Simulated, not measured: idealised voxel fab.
process module | voxel self aligned contacts
cross-section cut | 200 nm wide | cells 5 nm
A cross-section is a grid of square cells, given in bands from the top down. A band is one or more rows of cells.
Each band's line starts with the height of the band's top and of its bottom, in nm. Then come its materials from left to right, each with its width in nm. One material with "throughout" fills the band from edge to edge. "air" is empty space.
Height 0 is the level under which the wafer as received is all one material. The lowest band goes on downwards, as in "0 down".
A width such as "30 to 40" changes by the same amount from each row of cells to the next, from the band's top row to its bottom row.
"no change" after a step means that no cell of the cross-section changed.
closed voids: empty space of 8 cells or more with no open way to the top, each as width x height at its distance from the left edge, in nm
after a step's settings: what the simulator itself notes on the step
overlay nm, on a step with a mask: how far to the right of its planned place the mask lay; to the left if negative
plan
1 op RECEIVE | material Si
2 op OXIDIZE | depth nm 5
3 op DIRECTIONAL_DEP | material polySi | thk nm 20
4 op DIRECTIONAL_DEP | material SiN | thk nm 25
5 op DIRECTIONAL_DEP | material aC | thk nm 10
6 op PATTERN | tone cover | mask id GATE | material resist | width nm 30 | pitch nm 65 | thk nm 30 | overlay nm 0
7 op DIRECTIONAL_ETCH | etch materials aC | depth nm 10
8 op STRIP | etch materials resist
9 op DIRECTIONAL_ETCH | etch materials SiN | depth nm 25
10 op DIRECTIONAL_ETCH | etch materials polySi | depth nm 20
11 op STRIP | etch materials aC
12 op CONFORMAL_DEP | material SiN | thk nm 10
13 op DIRECTIONAL_ETCH | etch materials SiN | depth nm 10
14 op FILL_DEP | material SiO2 | thk nm 20
15 op CMP | height nm 55
16 op MASKED_ETCH | tone open | mask id CONTACT | width nm 45 | pitch nm 65 | etch materials SiO2 | depth nm 60 | overlay nm 0
17 op CONFORMAL_DEP | material TiN | thk nm 5
18 op FILL_DEP | material Ru | thk nm 10
19 op CMP | height nm 55
20 op CONFORMAL_DEP | material SiN | thk nm 5
varied across the wafers: depth nm of step 2. The plan shows the first wafer's value. All wafers start alike
first wafer as received, after step 1
  0 down: Si throughout
  closed voids: none
each wafer at the end: cells of each material gained (+) or lost (-) since it was received, then its closed voids
depth nm 5 | +34 Ru | -40 Si | +238 SiN | +114 SiO2 | +62 TiN | +72 polySi | closed voids: none
depth nm 10 | +34 Ru | -80 Si | +238 SiN | +154 SiO2 | +62 TiN | +72 polySi | closed voids: none
depth nm 15 | +34 Ru | -120 Si | +238 SiN | +194 SiO2 | +62 TiN | +72 polySi | closed voids: none
depth nm 20 | +34 Ru | -160 Si | +238 SiN | +234 SiO2 | +62 TiN | +72 polySi | closed voids: none
